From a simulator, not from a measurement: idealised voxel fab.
Title: Process Module voxel tone inversion
The cross-section on display is named cut; it measures 255 nm wide, and its cells are 5 nm squares.
How to read a cross-section here: the picture is a grid of square cells, written as bands going from the top down, and any band can span one or more rows of cells. Band entry format. Leading values: height of top, height of bottom, nm. Remainder: materials in left-to-right order, each with its width in nm. Special words: "full width" on a single material, which then fills the band edge to edge; "blank", empty space. Measure heights from 0. That's the level where, below it, the as-received wafer is all one material. The lowest band is bottomless and extends downward; write it as in "0 -> down". When a width is written as two numbers, as in "30 to 40", the first number is the width in the top row of cells of the band and the second is the width in its bottom row, and the width changes by the same amount from each row to the next. The designation "no alteration", where it is given for a processing step, indicates that no cell of the cross-section was altered in the course of that step. Closed empty spaces (no open way to the top) of 8 cells or more are what "Non-vented voids" lists, each as width x height at distance from the left edge, nm for all three. Step line, after settings: the simulator's comment on this step. Steps that use a mask can have "overlay nm" on their line. It says how far the mask sat to the right of where it was meant to be. Negative means to the left.
Planned process steps:
| 1 | RECEIVE (material Si) |
| 2 | CONFORMAL_DEP (material SiN; thk nm 5) |
| 3 | DIRECTIONAL_DEP (material aC; thk nm 25) |
| 4 | PATTERN (tone cover; mask id POSTS; material resist; width nm 15; pitch nm 35; thk nm 35; overlay nm 0) |
| 5 | DIRECTIONAL_ETCH (etch materials aC; depth nm 25) |
| 6 | STRIP (etch materials resist) |
| 7 | FILL_DEP (material lowk; thk nm 10) |
| 8 | CMP (height nm 30) |
| 9 | STRIP (etch materials aC) |
| 10 | CONFORMAL_DEP (material TiN; thk nm 5) |
| 11 | FILL_DEP (material Cu; thk nm 10) |
| 12 | CMP (height nm 30) |
| 13 | CONFORMAL_DEP (material SiN; thk nm 5) |
Across this set of wafers, the varied parameter is the thk nm of step 10. Starting conditions are identical for every wafer, and the plan reports the value assigned to the first wafer.
Received wafers, first of several: cross-section after step 1:
    0 -> down | Si full width
    Non-vented voids: none
Below, a row for every wafer. Read it as the end-of-module picture: for each material the wafer shows its cells gained (+) or lost (-) since it was received, and then its closed voids:
thk nm 5; +8 Cu; +102 SiN; +22 TiN; +225 lowk; Non-vented voids: none
thk nm 10; +102 SiN; +30 TiN; +225 lowk; Non-vented voids: none
thk nm 15; +102 SiN; +30 TiN; +225 lowk; Non-vented voids: none
thk nm 20; +102 SiN; +30 TiN; +225 lowk; Non-vented voids: none
